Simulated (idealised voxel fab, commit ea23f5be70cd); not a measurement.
Process module heading - voxel transistor to metal
We display cut, a cross-section 260 nm in width whose square cells are each 5 nm.
Format of a cross-section: grid, square cells. Given as bands. Order: top down. Band: one or more rows of cells. Top, bottom (nm), then materials left to right with widths (nm); lone material tagged "all across" fills the whole band edge to edge; "blank" = empty space. Height is counted from the level 0, under which the received wafer is composed throughout of one material. The lowest of the bands is not closed at the bottom but continues downward, in the notation "from 0 down". Read "30->40" as a graded width: first number on top, second number at the bottom, same change between each pair of neighbouring rows. It should be understood that the words "stayed the same", when stated for a given step, signify that the cross-section underwent no change in any of its cells during that step. This entry, "Voids lacking openings", enumerates those empty regions of no fewer than 8 cells that possess no open connection to the top. Each region is reported in the form width x height at distance, the distance being taken from the left edge, with all three quantities expressed in nm. On each step's line, the part that comes after the settings is the simulator's own comment on the step. The setting "overlay nm" may be written on the line of a step. When the step uses a mask, the value reports how far to the right of the planned place the mask lay, and a negative value reports that it lay to the left.

-- Process steps foreseen in the plan
1: RECEIVE [material Si]
2: OXIDIZE [depth nm 5]
3: CONFORMAL_DEP [material SiN] [thk nm 15]
4: DIRECTIONAL_DEP [material aC] [thk nm 10]
5: PATTERN [tone cover] [mask id ACTIVE] [material resist] [width nm 100] [pitch nm 125] [thk nm 30] [overlay nm 0]
6: DIRECTIONAL_ETCH [etch materials aC] [depth nm 10]
7: STRIP [etch materials resist]
8: DIRECTIONAL_ETCH [etch materials SiN] [depth nm 15]
9: DIRECTIONAL_ETCH [etch materials SiO2] [depth nm 5]
10: DIRECTIONAL_ETCH [etch materials Si] [depth nm 25]
11: STRIP [etch materials aC]
12: OXIDIZE [depth nm 5]
13: FILL_DEP [material SiO2] [thk nm 5]
14: CMP [height nm 15]
15: SELECTIVE_ETCH [etch materials SiO2] [depth nm 10]
16: STRIP [etch materials SiN]
17: SELECTIVE_ETCH [etch materials SiO2] [depth nm 5]
18: OXIDIZE [depth nm 5]
19: DIRECTIONAL_DEP [material polySi] [thk nm 20]
20: DIRECTIONAL_DEP [material SiCN] [thk nm 10]
21: DIRECTIONAL_DEP [material aC] [thk nm 15]
22: PATTERN [tone cover] [mask id GATE] [material resist] [width nm 15] [pitch nm 125] [thk nm 30] [overlay nm 0]
23: DIRECTIONAL_ETCH [etch materials aC] [depth nm 15]
24: STRIP [etch materials resist]
25: DIRECTIONAL_ETCH [etch materials SiCN] [depth nm 20]
26: DIRECTIONAL_ETCH [etch materials polySi] [depth nm 30]
27: STRIP [etch materials aC]
28: CONFORMAL_DEP [material SiO2] [thk nm 5]
29: DIRECTIONAL_ETCH [etch materials SiO2] [depth nm 5]
30: CONFORMAL_DEP [material SiN] [thk nm 5]
31: DIRECTIONAL_ETCH [etch materials SiN] [depth nm 5]
32: DIRECTIONAL_ETCH [etch materials SiO2] [depth nm 5]
33: DIRECTIONAL_ETCH [etch materials Si] [depth nm 15]
34: EPI [material nSi] [thk nm 20]
35: FILL_DEP [material SiO2] [thk nm 10]
36: CMP [height nm 25]
37: DIRECTIONAL_DEP [material SiO2] [thk nm 10]
38: DIRECTIONAL_DEP [material aC] [thk nm 10]
39: PATTERN [tone open] [mask id CONTACT] [material resist] [width nm 20] [thk nm 30] [overlay nm 0]
40: DIRECTIONAL_ETCH [etch materials aC] [depth nm 10]
41: STRIP [etch materials resist]
42: DIRECTIONAL_ETCH [etch materials SiO2] [depth nm 40]
43: STRIP [etch materials aC]
44: CONFORMAL_DEP [material TiN] [thk nm 5]
45: FILL_DEP [material W] [thk nm 5]
46: CMP [height nm 35]
47: DIRECTIONAL_DEP [material TiN] [thk nm 5]
48: DIRECTIONAL_DEP [material W] [thk nm 25]
49: MASKED_ETCH [tone cover] [mask id METAL_1] [width nm 20] [etch materials W] [depth nm 25] [overlay nm 0]
50: MASKED_ETCH [tone cover] [mask id METAL_1] [width nm 20] [etch materials TiN] [depth nm 5] [overlay nm 0]
51: FILL_DEP [material SiO2] [thk nm 10]
52: CMP [height nm 65]
53: CONFORMAL_DEP [material SiCN] [thk nm 5]
Same starting wafers, different width nm at step 22. Plan value belongs to the first wafer.

-- Cross-section: the first of several wafers in its as-received state, i.e. following step 1
- from 0 down: Si all across
- Voids lacking openings: none

-- End of the module, past its last step, step 53: how the first of several wafers looks in cross-section
- from 70 to 65: SiCN all across
- from 65 to 40: SiO2: 20  W: 20  SiO2: 50  W: 20  SiO2: 35  W: 20  SiO2: 50  W: 20  SiO2: 25
- from 40 to 35: SiO2: 20  TiN: 20  SiO2: 50  TiN: 20  SiO2: 35  TiN: 20  SiO2: 50  TiN: 20  SiO2: 25
- from 35 to 25: SiO2: 20  TiN: 5  W: 10  TiN: 5  SiO2: 50  TiN: 5  W: 10  TiN: 5  SiO2: 35  TiN: 5  W: 10  TiN: 5  SiO2: 50  TiN: 5  W: 10  TiN: 5  SiO2: 25
- from 25 to 15: SiO2: 20  TiN: 5  W: 10  TiN: 5  SiO2: 10  SiN: 5  SiO2: 5  SiCN: 15  SiO2: 5  SiN: 5  SiO2: 5  TiN: 5  W: 10  TiN: 5  SiO2: 35  TiN: 5  W: 10  TiN: 5  SiO2: 10  SiN: 5  SiO2: 5  SiCN: 15  SiO2: 5  SiN: 5  SiO2: 5  TiN: 5  W: 10  TiN: 5  SiO2: 25
- from 15 to 10: SiO2: 20  TiN: 20  SiO2: 10  SiN: 5  SiO2: 5  polySi: 15  SiO2: 5  SiN: 5  SiO2: 5  TiN: 20  SiO2: 35  TiN: 20  SiO2: 10  SiN: 5  SiO2: 5  polySi: 15  SiO2: 5  SiN: 5  SiO2: 5  TiN: 20  SiO2: 25
- from 10 to 0: SiO2: 20  TiN: 10  nSi: 20  SiN: 5  SiO2: 5  polySi: 15  SiO2: 5  SiN: 5  nSi: 20  TiN: 5  SiO2: 35  TiN: 10  nSi: 20  SiN: 5  SiO2: 5  polySi: 15  SiO2: 5  SiN: 5  nSi: 20  TiN: 5  SiO2: 25
- from 0 to -5: SiO2: 15  SiN: 5  TiN: 10  nSi: 20  SiN: 5  SiO2: 5  polySi: 15  SiO2: 5  SiN: 5  nSi: 20  TiN: 5  SiN: 5  SiO2: 25  SiN: 5  TiN: 10  nSi: 20  SiN: 5  SiO2: 5  polySi: 15  SiO2: 5  SiN: 5  nSi: 20  TiN: 5  SiN: 5  SiO2: 20
- from -5 to -10: SiO2: 20  nSi: 30  SiO2: 35  nSi: 25  SiO2: 35  nSi: 30  SiO2: 35  nSi: 25  SiO2: 25
- from -10 to -25: SiO2: 20  nSi: 30  Si: 35  nSi: 25  SiO2: 35  nSi: 30  Si: 35  nSi: 25  SiO2: 25
- from -25 to -35: SiO2: 20  Si: 90  SiO2: 35  Si: 90  SiO2: 25
- from -35 down: Si all across
- Voids lacking openings: none

-- A cross-section through the last wafer at the close of the module
- from 70 to 65: SiCN all across
- from 65 to 40: SiO2: 20  W: 20  SiO2: 50  W: 20  SiO2: 35  W: 20  SiO2: 50  W: 20  SiO2: 25
- from 40 to 35: SiO2: 20  TiN: 20  SiO2: 50  TiN: 20  SiO2: 35  TiN: 20  SiO2: 50  TiN: 20  SiO2: 25
- from 35 to 25: SiO2: 20  TiN: 5  W: 10  TiN: 5  SiO2: 50  TiN: 5->10  W: 10->5  TiN: 5  SiO2: 35  TiN: 5  W: 10  TiN: 5  SiO2: 50  TiN: 5->10  W: 10->5  TiN: 5  SiO2: 25
- from 25 to 15: SiO2: 20  TiN: 5  W: 10  TiN: 5  SiN: 5  SiO2: 5  SiCN: 35  SiO2: 5  SiN: 5  TiN: 5  W: 5  TiN: 5  SiO2: 35  TiN: 5  W: 10  TiN: 5  SiN: 5  SiO2: 5  SiCN: 35  SiO2: 5  SiN: 5  TiN: 5  W: 5  TiN: 5  SiO2: 25
- from 15 to 10: SiO2: 20  TiN: 20  SiN: 5  SiO2: 5  polySi: 35  SiO2: 5  SiN: 5  TiN: 15  SiO2: 35  TiN: 20  SiN: 5  SiO2: 5  polySi: 35  SiO2: 5  SiN: 5  TiN: 15  SiO2: 25
- from 10 to 0: SiO2: 20  nSi: 20  SiN: 5  SiO2: 5  polySi: 35  SiO2: 5  SiN: 5  nSi: 20  SiO2: 30  nSi: 20  SiN: 5  SiO2: 5  polySi: 35  SiO2: 5  SiN: 5  nSi: 20  SiO2: 20
- from 0 to -5: SiO2: 15  SiN: 5  nSi: 20  SiN: 5  SiO2: 5  polySi: 35  SiO2: 5  SiN: 5  nSi: 15  SiN: 5  SiO2: 25  SiN: 5  nSi: 20  SiN: 5  SiO2: 5  polySi: 35  SiO2: 5  SiN: 5  nSi: 15  SiN: 5  SiO2: 20
- from -5 to -10: SiO2: 20  nSi: 20  SiO2: 55  nSi: 15  SiO2: 35  nSi: 20  SiO2: 55  nSi: 15  SiO2: 25
- from -10 to -25: SiO2: 20  nSi: 20  Si: 55  nSi: 15  SiO2: 35  nSi: 20  Si: 55  nSi: 15  SiO2: 25
- from -25 to -35: SiO2: 20  Si: 90  SiO2: 35  Si: 90  SiO2: 25
- from -35 down: Si all across
- Voids lacking openings: none

-- Tabulated below, wafer by wafer, are the end-of-module results: for each material, the number of cells gained (+) or lost (-) relative to the as-received state, followed by the closed voids
width nm 15; -250 Si; +64 SiCN; +28 SiN; +532 SiO2; +82 TiN; +112 W; +136 nSi; +24 polySi; Voids lacking openings: none
width nm 20; -244 Si; +68 SiCN; +28 SiN; +528 SiO2; +76 TiN; +112 W; +128 nSi; +32 polySi; Voids lacking openings: none
width nm 25; -238 Si; +72 SiCN; +28 SiN; +524 SiO2; +70 TiN; +112 W; +120 nSi; +40 polySi; Voids lacking openings: none
width nm 30; -232 Si; +76 SiCN; +28 SiN; +520 SiO2; +64 TiN; +112 W; +112 nSi; +48 polySi; Voids lacking openings: none
width nm 35; -226 Si; +80 SiCN; +28 SiN; +518 SiO2; +64 TiN; +106 W; +102 nSi; +56 polySi; Voids lacking openings: none
